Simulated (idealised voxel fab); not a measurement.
process module | voxel fin reveal
cross-section cut | 270 nm wide | cells 5 nm
A cross-section is a grid of square cells, given in bands from the top down. A band is one or more rows of cells.
Each band's line starts with the height of the band's top and of its bottom, in nm. Then come its materials from left to right, each with its width in nm. One material with "throughout" fills the band from edge to edge. "air" is empty space.
Height 0 is the level under which the wafer as received is all one material. The lowest band goes on downwards, as in "0 down".
A width such as "30 to 40" changes by the same amount from each row of cells to the next, from the band's top row to its bottom row.
"no change" after a step means that no cell of the cross-section changed.
closed voids: empty space of 8 cells or more with no open way to the top, each as width x height at its distance from the left edge, in nm
after a step's settings: what the simulator itself notes on the step
overlay nm, on a step with a mask: how far to the right of its planned place the mask lay; to the left if negative
plan
1 op RECEIVE | material Si
2 op CONFORMAL_DEP | material SiN | thk nm 5
3 op PATTERN | tone cover | mask id FINS | material resist | width nm 15 | pitch nm 35 | thk nm 20 | overlay nm 0
4 op DIRECTIONAL_ETCH | etch materials SiN | depth nm 5
5 op DIRECTIONAL_ETCH | etch materials Si | depth nm 35
6 op STRIP | etch materials resist
7 op OXIDIZE | depth nm 5
8 op FILL_DEP | material SiO2 | thk nm 15
9 op CMP | height nm 5
10 op SELECTIVE_ETCH | etch materials SiO2 | depth nm 20
11 op STRIP | etch materials SiN
12 op CONFORMAL_DEP | material SiO2 | thk nm 5
first wafer, as planned
as received, after step 1
  0 down: Si throughout
  closed voids: none
after step 2
  5 to 0: SiN throughout
  below 0: unchanged
after step 3
  25 to 5: air 75 | resist 15 | air 20 | resist 15 | air 20 | resist 15 | air 20 | resist 15 | air 75
  below 5: unchanged
after step 4
  25 to 5: air 75 | resist 15 | air 20 | resist 15 | air 20 | resist 15 | air 20 | resist 15 | air 75
  5 to 0: air 75 | SiN 15 | air 20 | SiN 15 | air 20 | SiN 15 | air 20 | SiN 15 | air 75
  below 0: unchanged
after step 5
  25 to 5: air 75 | resist 15 | air 20 | resist 15 | air 20 | resist 15 | air 20 | resist 15 | air 75
  5 to 0: air 75 | SiN 15 | air 20 | SiN 15 | air 20 | SiN 15 | air 20 | SiN 15 | air 75
  0 to -35: air 75 | Si 15 | air 20 | Si 15 | air 20 | Si 15 | air 20 | Si 15 | air 75
  below -35: unchanged
after step 6
  5 to 0: air 75 | SiN 15 | air 20 | SiN 15 | air 20 | SiN 15 | air 20 | SiN 15 | air 75
  below 0: unchanged
after step 7
  5 to 0: air 75 | SiN 15 | air 20 | SiN 15 | air 20 | SiN 15 | air 20 | SiN 15 | air 75
  0 to -35: air 75 | SiO2 5 | Si 5 | SiO2 5 | air 20 | SiO2 5 | Si 5 | SiO2 5 | air 20 | SiO2 5 | Si 5 | SiO2 5 | air 20 | SiO2 5 | Si 5 | SiO2 5 | air 75
  -35 to -40: SiO2 80 | Si 5 | SiO2 30 | Si 5 | SiO2 30 | Si 5 | SiO2 30 | Si 5 | SiO2 80
  below -40: unchanged
after step 8
  20 to 5: SiO2 throughout
  5 to 0: SiO2 75 | SiN 15 | SiO2 20 | SiN 15 | SiO2 20 | SiN 15 | SiO2 20 | SiN 15 | SiO2 75
  0 to -40: SiO2 80 | Si 5 | SiO2 30 | Si 5 | SiO2 30 | Si 5 | SiO2 30 | Si 5 | SiO2 80
  below -40: unchanged
after step 9
  5 to 0: SiO2 75 | SiN 15 | SiO2 20 | SiN 15 | SiO2 20 | SiN 15 | SiO2 20 | SiN 15 | SiO2 75
  below 0: unchanged
after step 10
  5 to 0: air 75 | SiN 15 | air 20 | SiN 15 | air 20 | SiN 15 | air 20 | SiN 15 | air 75
  0 to -15: air 80 | Si 5 | air 30 | Si 5 | air 30 | Si 5 | air 30 | Si 5 | air 80
  below -15: unchanged
after step 11
  0 to -15: air 80 | Si 5 | air 30 | Si 5 | air 30 | Si 5 | air 30 | Si 5 | air 80
  below -15: unchanged
after step 12
  5 to 0: air 75 | SiO2 15 | air 20 | SiO2 15 | air 20 | SiO2 15 | air 20 | SiO2 15 | air 75
  0 to -10: air 75 | SiO2 5 | Si 5 | SiO2 5 | air 20 | SiO2 5 | Si 5 | SiO2 5 | air 20 | SiO2 5 | Si 5 | SiO2 5 | air 20 | SiO2 5 | Si 5 | SiO2 5 | air 75
  -10 to -40: SiO2 80 | Si 5 | SiO2 30 | Si 5 | SiO2 30 | Si 5 | SiO2 30 | Si 5 | SiO2 80
  below -40: unchanged
second wafer: like start, like plan, one mistake. Through step 9 it matches the first wafer
when step 10 should have ended
  5 to 0: SiO2 75 | air 15 | SiO2 20 | air 15 | SiO2 20 | air 15 | SiO2 20 | air 15 | SiO2 75
  below 0: unchanged
when step 11 should have ended
  0 to -15: air 80 | Si 5 | air 30 | Si 5 | air 30 | Si 5 | air 30 | Si 5 | air 80
  -15 to -20: SiO2 55 | air 25 | Si 5 | air 30 | Si 5 | air 30 | Si 5 | air 30 | Si 5 | air 25 | SiO2 55
  below -20: unchanged
when step 12 should have ended
  5 to 0: air 75 | SiO2 15 | air 20 | SiO2 15 | air 20 | SiO2 15 | air 20 | SiO2 15 | air 75
  0 to -10: air 75 | SiO2 5 | Si 5 | SiO2 5 | air 20 | SiO2 5 | Si 5 | SiO2 5 | air 20 | SiO2 5 | Si 5 | SiO2 5 | air 20 | SiO2 5 | Si 5 | SiO2 5 | air 75
  -10 to -15: SiO2 60 | air 15 | SiO2 5 | Si 5 | SiO2 5 | air 20 | SiO2 5 | Si 5 | SiO2 5 | air 20 | SiO2 5 | Si 5 | SiO2 5 | air 20 | SiO2 5 | Si 5 | SiO2 5 | air 15 | SiO2 60
  -15 to -40: SiO2 80 | Si 5 | SiO2 30 | Si 5 | SiO2 30 | Si 5 | SiO2 30 | Si 5 | SiO2 80
  below -40: unchanged
what went wrong: steps 10 and 11 were swapped
at the end the second wafer has, in cells: 18 fewer of SiO2
